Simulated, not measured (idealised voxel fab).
The name of this process module is voxel ribs on slabs.
FYI the section here is cut, 175 nm wide, cells are 5 nm squares.
Each cross-section below is a grid of square cells, stated as bands in top-down order, with one or more rows of cells making up each band. Quick guide to a band line: top height, bottom height (nm) up front; then every material left to right with its width in nm. Only one material and it's marked "all across"? Then it fills the band edge to edge. And "blank" just means empty space. Beneath 0, the wafer as received is one material, and that level is where height counting begins. The lowest band goes on downward without a bottom; it is written like "0 -> down". Note: "30->40" means the width goes from the first number (top row of the band) to the second number (bottom row) in equal steps per row of cells. No cell of the cross-section changed in a step that is given as "nothing different". Each empty space that has no open way to the top and spans at least 8 cells appears under "Closed internal voids" as width x height at distance, the distance counted from the left edge, all in nm. Text after the settings on a step's line: the simulator's own remark on that step. You can add "overlay nm" to a step's line. For a step with a mask, it describes how far the mask lay to the right of its planned position, and a negative number describes a lay to the left.
-- Process steps foreseen in the plan
1) RECEIVE,material Si
2) DIRECTIONAL_DEP,material SiO2,thk nm 30
3) DIRECTIONAL_DEP,material SiN,thk nm 20
4) PATTERN,tone cover,mask id RIB,material resist,width nm 25,thk nm 20,overlay nm 0
5) DIRECTIONAL_ETCH,etch materials SiN,depth nm 10
6) STRIP,etch materials resist
7) PATTERN,tone cover,mask id SLAB,material resist,width nm 65,thk nm 15,overlay nm 0
8) DIRECTIONAL_ETCH,etch materials SiN,depth nm 10
9) STRIP,etch materials resist
10) FILL_DEP,material SiO2,thk nm 20
11) CMP,height nm 65
12) DIRECTIONAL_DEP,material W,thk nm 10
13) MASKED_ETCH,tone cover,mask id HEATER,width nm 35,etch materials W,depth nm 10,overlay nm -15
14) CONFORMAL_DEP,material SiN,thk nm 5
Wafers differ in overlay nm at step 13; plan lists the first wafer's value; identical starting state.
-- The as-received cross-section of the first of several wafers corresponds to the state after step 1
- 0 -> down | Si all across
- Closed internal voids: none
-- Here's the first of several wafers in cross-section, end of the module, after the last step, step 14
- 80 -> 75 | blank=50  SiN=45  blank=80
- 75 -> 70 | blank=50  SiN=5  W=35  SiN=5  blank=80
- 70 -> 65 | SiN=55  W=35  SiN=85
- 65 -> 50 | SiO2 all across
- 50 -> 40 | SiO2=75  SiN=25  SiO2=75
- 40 -> 30 | SiO2=55  SiN=65  SiO2=55
- 30 -> 0 | SiO2 all across
- 0 -> down | Si all across
- Closed internal voids: none
-- Module end, final wafer: cross-section
- 80 -> 75 | blank=80  SiN=45  blank=50
- 75 -> 70 | blank=80  SiN=5  W=35  SiN=5  blank=50
- 70 -> 65 | SiN=85  W=35  SiN=55
- 65 -> 50 | SiO2 all across
- 50 -> 40 | SiO2=75  SiN=25  SiO2=75
- 40 -> 30 | SiO2=55  SiN=65  SiO2=55
- 30 -> 0 | SiO2 all across
- 0 -> down | Si all across
- Closed internal voids: none
-- Note: the following table is arranged by wafer, a row apiece. Each row reports the end-of-module state: per material, cells gained (+) or cells lost (-) compared with the wafer as received; closed voids follow
overlay nm -15; +75 SiN; +419 SiO2; +14 W; Closed internal voids: none
overlay nm -10; +75 SiN; +419 SiO2; +14 W; Closed internal voids: none
overlay nm -5; +75 SiN; +419 SiO2; +14 W; Closed internal voids: none
overlay nm 0; +75 SiN; +419 SiO2; +14 W; Closed internal voids: none
overlay nm 5; +75 SiN; +419 SiO2; +14 W; Closed internal voids: none
overlay nm 10; +75 SiN; +419 SiO2; +14 W; Closed internal voids: none
overlay nm 15; +75 SiN; +419 SiO2; +14 W; Closed internal voids: none
